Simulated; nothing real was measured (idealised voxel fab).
process module | voxel transistor to metal
cross-section cut | 210 nm wide | cells 5 nm
A cross-section is a grid of square cells, given in bands from the top down. A band is one or more rows of cells.
Each band's line starts with the height of the band's top and of its bottom, in nm. Then come its materials from left to right, each with its width in nm. One material with "throughout" fills the band from edge to edge. "air" is empty space.
Height 0 is the level under which the wafer as received is all one material. The lowest band goes on downwards, as in "0 down".
A width such as "30 to 40" changes by the same amount from each row of cells to the next, from the band's top row to its bottom row.
"no change" after a step means that no cell of the cross-section changed.
closed voids: empty space of 8 cells or more with no open way to the top, each as width x height at its distance from the left edge, in nm
after a step's settings: what the simulator itself notes on the step
overlay nm, on a step with a mask: how far to the right of its planned place the mask lay; to the left if negative
plan
1 op RECEIVE | material Si
2 op CONFORMAL_DEP | material SiO2 | thk nm 5
3 op CONFORMAL_DEP | material SiN | thk nm 10
4 op DIRECTIONAL_DEP | material aC | thk nm 15
5 op PATTERN | tone cover | mask id ACTIVE | material resist | width nm 105 | thk nm 30 | overlay nm 0
6 op DIRECTIONAL_ETCH | etch materials aC | depth nm 15
7 op STRIP | etch materials resist
8 op DIRECTIONAL_ETCH | etch materials SiN | depth nm 10
9 op DIRECTIONAL_ETCH | etch materials SiO2 | depth nm 5
10 op DIRECTIONAL_ETCH | etch materials Si | depth nm 35
11 op STRIP | etch materials aC
12 op OXIDIZE | depth nm 5
13 op FILL_DEP | material SiO2 | thk nm 5
14 op CMP | height nm 15
15 op SELECTIVE_ETCH | etch materials SiO2 | depth nm 10
16 op STRIP | etch materials SiN
17 op SELECTIVE_ETCH | etch materials SiO2 | depth nm 5
18 op OXIDIZE | depth nm 5
19 op DIRECTIONAL_DEP | material polySi | thk nm 30
20 op DIRECTIONAL_DEP | material SiCN | thk nm 15
21 op PATTERN | tone cover | mask id GATE | material resist | width nm 25 | thk nm 20 | overlay nm 0
22 op DIRECTIONAL_ETCH | etch materials SiCN | depth nm 25
23 op DIRECTIONAL_ETCH | etch materials polySi | depth nm 40
24 op STRIP | etch materials resist
25 op CONFORMAL_DEP | material SiN | thk nm 5
26 op DIRECTIONAL_ETCH | etch materials SiN | depth nm 5
27 op DIRECTIONAL_ETCH | etch materials SiO2 | depth nm 5
28 op EPI | material pSi | thk nm 5
29 op FILL_DEP | material SiO2 | thk nm 5
30 op CMP | height nm 30
31 op STRIP | etch materials polySi
32 op SELECTIVE_ETCH | etch materials SiO2 | depth nm 5
33 op CONFORMAL_DEP | material HfO2 | thk nm 5
34 op CONFORMAL_DEP | material TiN | thk nm 5
35 op FILL_DEP | material W | thk nm 10
36 op CMP | height nm 25
37 op DIRECTIONAL_DEP | material SiO2 | thk nm 15
38 op MASKED_ETCH | tone open | mask id CONTACT | width nm 15 | pitch nm 70 | etch materials SiO2 | depth nm 40 | overlay nm 0
39 op CONFORMAL_DEP | material TiN | thk nm 5
40 op FILL_DEP | material W | thk nm 10
41 op CMP | height nm 40
42 op DIRECTIONAL_DEP | material TiN | thk nm 5
43 op DIRECTIONAL_DEP | material Ru | thk nm 20
44 op MASKED_ETCH | tone cover | mask id METAL_1 | width nm 15 | pitch nm 70 | etch materials Ru | depth nm 20 | overlay nm 0
45 op MASKED_ETCH | tone cover | mask id METAL_1 | width nm 15 | pitch nm 70 | etch materials TiN | depth nm 5 | overlay nm 0
46 op FILL_DEP | material lowk | thk nm 5
47 op CMP | height nm 65
48 op CONFORMAL_DEP | material SiCN | thk nm 5
as received, after step 1
  0 down: Si throughout
  closed voids: none
first wafer at the end, as planned
  70 to 65: SiCN throughout
  65 to 45: lowk 60 | Ru 15 | lowk 55 | Ru 15 | lowk 65
  45 to 40: lowk 60 | TiN 15 | lowk 55 | TiN 15 | lowk 65
  40 to 25: SiO2 60 | TiN 5 | W 5 | TiN 5 | SiO2 55 | TiN 5 | W 5 | TiN 5 | SiO2 65
  25 to 5: SiO2 60 | TiN 5 | W 5 | TiN 5 | SiO2 10 | SiN 5 | HfO2 5 | TiN 5 | W 5 | TiN 5 | HfO2 5 | SiN 5 | SiO2 10 | TiN 5 | W 5 | TiN 5 | SiO2 65
  5 to 0: SiO2 60 | TiN 15 | SiO2 10 | SiN 5 | HfO2 5 | TiN 15 | HfO2 5 | SiN 5 | SiO2 10 | TiN 15 | SiO2 65
  0 to -5: SiO2 50 | pSi 35 | HfO2 35 | pSi 35 | SiO2 55
  -5 to -40: SiO2 55 | Si 95 | SiO2 60
  -40 down: Si throughout
  closed voids: none
second wafer at the end: like start, like plan, one mistake
  70 to 65: SiCN throughout
  65 to 45: lowk 60 | Ru 15 | lowk 55 | Ru 15 | lowk 65
  45 to 40: lowk 60 | TiN 15 | lowk 55 | TiN 15 | lowk 65
  40 to 30: SiO2 60 | TiN 5 | W 5 | TiN 5 | SiO2 55 | TiN 5 | W 5 | TiN 5 | SiO2 65
  30 to 25: SiO2 60 | TiN 15 | SiO2 55 | TiN 15 | SiO2 65
  25 to 20: TiN 80 | HfO2 15 | TiN 5 | W 5 | TiN 5 | HfO2 15 | TiN 85
  20 to 15: HfO2 85 | SiN 5 | HfO2 5 | TiN 5 | W 5 | TiN 5 | HfO2 5 | SiN 5 | HfO2 90
  15 to 5: SiO2 85 | SiN 5 | HfO2 5 | TiN 5 | W 5 | TiN 5 | HfO2 5 | SiN 5 | SiO2 90
  5 to 0: SiO2 85 | SiN 5 | HfO2 5 | TiN 15 | HfO2 5 | SiN 5 | SiO2 90
  0 to -5: SiO2 50 | pSi 35 | HfO2 35 | pSi 35 | SiO2 55
  -5 to -40: SiO2 55 | Si 95 | SiO2 60
  -40 down: Si throughout
  closed voids: none
what went wrong: step 30 ran as: op CMP | height nm 20
at the end the second wafer has, in cells: 39 more of HfO2 | 2 fewer of SiN | 40 fewer of SiO2 | 13 more of TiN | 10 fewer of W
